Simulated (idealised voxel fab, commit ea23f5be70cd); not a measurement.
process module | voxel ribs on slabs
cross-section cut | 155 nm wide | cells 5 nm
A cross-section is a grid of square cells, given in bands from the top down. A band is one or more rows of cells.
Each band's line starts with the height of the band's top and of its bottom, in nm. Then come its materials from left to right, each with its width in nm. One material with "throughout" fills the band from edge to edge. "air" is empty space.
Height 0 is the level under which the wafer as received is all one material. The lowest band goes on downwards, as in "0 down".
A width such as "30 to 40" changes by the same amount from each row of cells to the next, from the band's top row to its bottom row.
"no change" after a step means that no cell of the cross-section changed.
closed voids: empty space of 8 cells or more with no open way to the top, each as width x height at its distance from the left edge, in nm
after a step's settings: what the simulator itself notes on the step
overlay nm, on a step with a mask: how far to the right of its planned place the mask lay; to the left if negative
plan
1 op RECEIVE | material Si
2 op DIRECTIONAL_DEP | material SiO2 | thk nm 20
3 op DIRECTIONAL_DEP | material SiN | thk nm 25
4 op PATTERN | tone cover | mask id RIB | material resist | width nm 30 | thk nm 20 | overlay nm 0
5 op DIRECTIONAL_ETCH | etch materials SiN | depth nm 15
6 op STRIP | etch materials resist
7 op MASKED_ETCH | tone cover | mask id SLAB | width nm 90 | etch materials SiN | depth nm 10 | overlay nm 0
8 op FILL_DEP | material SiO2 | thk nm 15
9 op CMP | height nm 55
10 op DIRECTIONAL_DEP | material W | thk nm 10
11 op PATTERN | tone cover | mask id HEATER | material resist | width nm 40 | thk nm 20 | overlay nm 0
12 op DIRECTIONAL_ETCH | etch materials W | depth nm 10
13 op STRIP | etch materials resist
14 op CONFORMAL_DEP | material SiO2 | thk nm 5
as received, after step 1
  0 down: Si throughout
  closed voids: none
first wafer at the end, as planned
  70 to 65: air 50 | SiO2 50 | air 55
  65 to 60: air 50 | SiO2 5 | W 40 | SiO2 5 | air 55
  60 to 55: SiO2 55 | W 40 | SiO2 60
  55 to 45: SiO2 throughout
  45 to 30: SiO2 60 | SiN 30 | SiO2 65
  30 to 20: SiO2 30 | SiN 90 | SiO2 35
  20 to 0: SiO2 throughout
  0 down: Si throughout
  closed voids: none
second wafer at the end: like start, like plan, one mistake
  65 to 55: air 55 | W 40 | air 60
  55 to 45: SiO2 throughout
  45 to 30: SiO2 60 | SiN 30 | SiO2 65
  30 to 20: SiO2 30 | SiN 90 | SiO2 35
  20 to 0: SiO2 throughout
  0 down: Si throughout
  closed voids: none
what went wrong: step 14 was left out
at the end the second wafer has, in cells: 35 fewer of SiO2
